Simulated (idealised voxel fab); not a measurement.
You're looking at the process module voxel self aligned vias.
It is cross-section cut that appears here, measuring 225 nm in width, its square cells being 5 nm in size.
Square cells in a grid make up a cross-section in this document, and the grid is given as bands, listed from the top down, each one or more rows of cells. Each band's line starts with the height of the band's top and of its bottom, in nm. Then come its materials from left to right, each with its width in nm. One material with "everywhere" fills the band from edge to edge. "empty" is empty space. Basically, 0 is our baseline, since under it the wafer straight out of the box is all one material. The bottom band has no lower end and keeps on going down, so it looks like "0..down". Quick explanation for "30->40": the width changes in equal steps down the rows of cells, from the first number in the band's top row to the second number in its bottom row. Key: "all unchanged" - step with no changed cell in the cross-section. If an empty space has no open way to the top and is at least 8 cells in size, "Enclosed void listing" lists it, written width x height at distance, where distance is measured from the left edge and every value is in nm. Text after the settings on a step's line: the simulator's own remark on that step. If you see "overlay nm" on a step's line and that step has a mask, it's telling you how far right of where it was planned the mask ended up; a negative number means it went left instead.
-- Below is the list of planned process steps
1 RECEIVE with material Si
2 CONFORMAL_DEP with material SiO2, thk nm 15
3 CONFORMAL_DEP with material SiCN, thk nm 5
4 DIRECTIONAL_DEP with material lowk, thk nm 25
5 DIRECTIONAL_DEP with material aC, thk nm 10
6 PATTERN with tone open, mask id LINES, material resist, width nm 20, pitch nm 65, thk nm 25, overlay nm 0
7 DIRECTIONAL_ETCH with etch materials aC, depth nm 10
8 STRIP with etch materials resist
9 DIRECTIONAL_ETCH with etch materials lowk, depth nm 25
10 STRIP with etch materials aC
11 CONFORMAL_DEP with material TiN, thk nm 5
12 FILL_DEP with material Ru, thk nm 10
13 CMP with height nm 45
14 SELECTIVE_ETCH with etch materials W Ru TiN, depth nm 5
15 FILL_DEP with material SiN, thk nm 10
16 CMP with height nm 45
17 DIRECTIONAL_DEP with material lowk, thk nm 15
18 DIRECTIONAL_DEP with material aC, thk nm 15
19 PATTERN with tone open, mask id VIAS, material resist, width nm 40, pitch nm 130, thk nm 30, overlay nm 0
20 DIRECTIONAL_ETCH with etch materials aC, depth nm 15
21 STRIP with etch materials resist
22 DIRECTIONAL_ETCH with etch materials lowk, depth nm 15
23 DIRECTIONAL_ETCH with etch materials SiN, depth nm 5
24 STRIP with etch materials aC
25 CONFORMAL_DEP with material TiN, thk nm 5
26 FILL_DEP with material Cu, thk nm 5
27 CMP with height nm 60
28 CONFORMAL_DEP with material SiN, thk nm 5
-- Here's what the wafer looked like in cross-section when it arrived - that's after step 1
  0..down: Si everywhere
  Enclosed void listing: none
-- Figure: cross-sectional view of the wafer upon completion of the module, processed from the initial state and according to the plan depicted above, with one error introduced during execution
  65..60: SiN everywhere
  60..45: 25 lowk; 5 TiN; 30 Cu; 5 TiN; 90 lowk; 5 TiN; 30 Cu; 5 TiN; 30 lowk
  45..40: 25 lowk; 40 TiN; 35 lowk; 20 SiN; 35 lowk; 40 TiN; 30 lowk
  40..30: 25 lowk; 15 TiN; 10 Ru; 15 TiN; 35 lowk; 5 TiN; 10 Ru; 5 TiN; 35 lowk; 15 TiN; 10 Ru; 15 TiN; 30 lowk
  30..25: 35 lowk; 5 TiN; 10 Ru; 5 TiN; 45 lowk; 5 TiN; 10 Ru; 5 TiN; 45 lowk; 5 TiN; 10 Ru; 5 TiN; 40 lowk
  25..20: 35 lowk; 20 TiN; 45 lowk; 20 TiN; 45 lowk; 20 TiN; 40 lowk
  20..15: SiCN everywhere
  15..0: SiO2 everywhere
  0..down: Si everywhere
  Enclosed void listing: none
Diagnosis: twice over, step 22 of the plan was run
